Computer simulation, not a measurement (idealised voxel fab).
Proc. module: voxel self aligned vias
Section cut is 265 nm wide and gridded with 5 nm square cells.
In what follows, cross-sections appear as grids of square cells, described through bands that run from the top down, where every band is one or more rows of cells. Basically the band line says how high the top is and how high the bottom is, in nm, and then what's in it from left to right, every material with its width in nm. Empty space shows up as "blank", and if a single material carries "all across" it runs the full band edge to edge. Height reference: 0 = level under which incoming wafer is all one material. Lowest band: no bottom, runs on downward, e.g. "z 0 and below". When a width is written as two numbers, as in "30 to 40", the first number is the width in the top row of cells of the band and the second is the width in its bottom row, and the width changes by the same amount from each row to the next. No cell of the cross-section changed in a step that is given as "no alterations made". The entry titled "Sealed-off cavities" provides the empty spaces that have no open way to the top, restricted to those of 8 cells or more. Each is presented as width x height at distance, the distance being measured from the left edge, with all three in nm. It should be noted that, on the line of a given step, the content following the step's settings is a remark produced by the simulator itself with respect to that step. You can add "overlay nm" to a step's line. For a step with a mask, it describes how far the mask lay to the right of its planned position, and a negative number describes a lay to the left.
## Listed below are the process steps as planned
1 RECEIVE with material Si
2 CONFORMAL_DEP with material SiO2, thk nm 10
3 CONFORMAL_DEP with material SiCN, thk nm 5
4 DIRECTIONAL_DEP with material SiO2, thk nm 20
5 MASKED_ETCH with tone open, mask id LINES, width nm 20, pitch nm 60, etch materials SiO2, depth nm 20, overlay nm 0
6 CONFORMAL_DEP with material TiN, thk nm 5
7 FILL_DEP with material Ru, thk nm 10
8 CMP with height nm 35
9 SELECTIVE_ETCH with etch materials W Ru TiN, depth nm 10
10 FILL_DEP with material SiN, thk nm 5
11 CMP with height nm 35
12 DIRECTIONAL_DEP with material SiO2, thk nm 20
13 PATTERN with tone open, mask id VIAS, material resist, width nm 30, pitch nm 60, thk nm 20, overlay nm 0
14 DIRECTIONAL_ETCH with etch materials SiO2, depth nm 20
15 DIRECTIONAL_ETCH with etch materials SiN, depth nm 10
16 STRIP with etch materials resist
17 CONFORMAL_DEP with material TiN, thk nm 5
18 FILL_DEP with material Ru, thk nm 10
19 CMP with height nm 55
20 CONFORMAL_DEP with material SiCN, thk nm 5
## Delivered wafer in cross-section: state after step 1
> z 0 and below  Si all across
> Sealed-off cavities: none
## Final wafer profile in cross-section after the module, from the same start and plan as above, with one mistake made during processing
> z 60 to 55  SiCN all across
> z 55 to 40  90 nm SiO2 | 5 nm TiN | 15 nm Ru | 5 nm TiN | 35 nm SiO2 | 5 nm TiN | 15 nm Ru | 5 nm TiN | 90 nm SiO2
> z 40 to 30  90 nm SiO2 | 5 nm TiN | 10 nm Ru | 10 to 5 nm TiN | 35 to 40 nm SiO2 | 5 nm TiN | 10 nm Ru | 10 to 5 nm TiN | 90 to 95 nm SiO2
> z 30 to 25  90 nm SiO2 | 20 nm TiN | 40 nm SiO2 | 20 nm TiN | 95 nm SiO2
> z 25 to 20  90 nm SiO2 | 5 nm TiN | 10 nm Ru | 5 nm TiN | 40 nm SiO2 | 5 nm TiN | 10 nm Ru | 5 nm TiN | 95 nm SiO2
> z 20 to 15  90 nm SiO2 | 20 nm TiN | 40 nm SiO2 | 20 nm TiN | 95 nm SiO2
> z 15 to 10  SiCN all across
> z 10 to 0  SiO2 all across
> z 0 and below  Si all across
> Sealed-off cavities: none
Want to know what went wrong? planned and actual differ for step 13; actual: PATTERN with tone open, mask id VIAS, material resist, width nm 25, pitch nm 60, thk nm 20, overlay nm 0
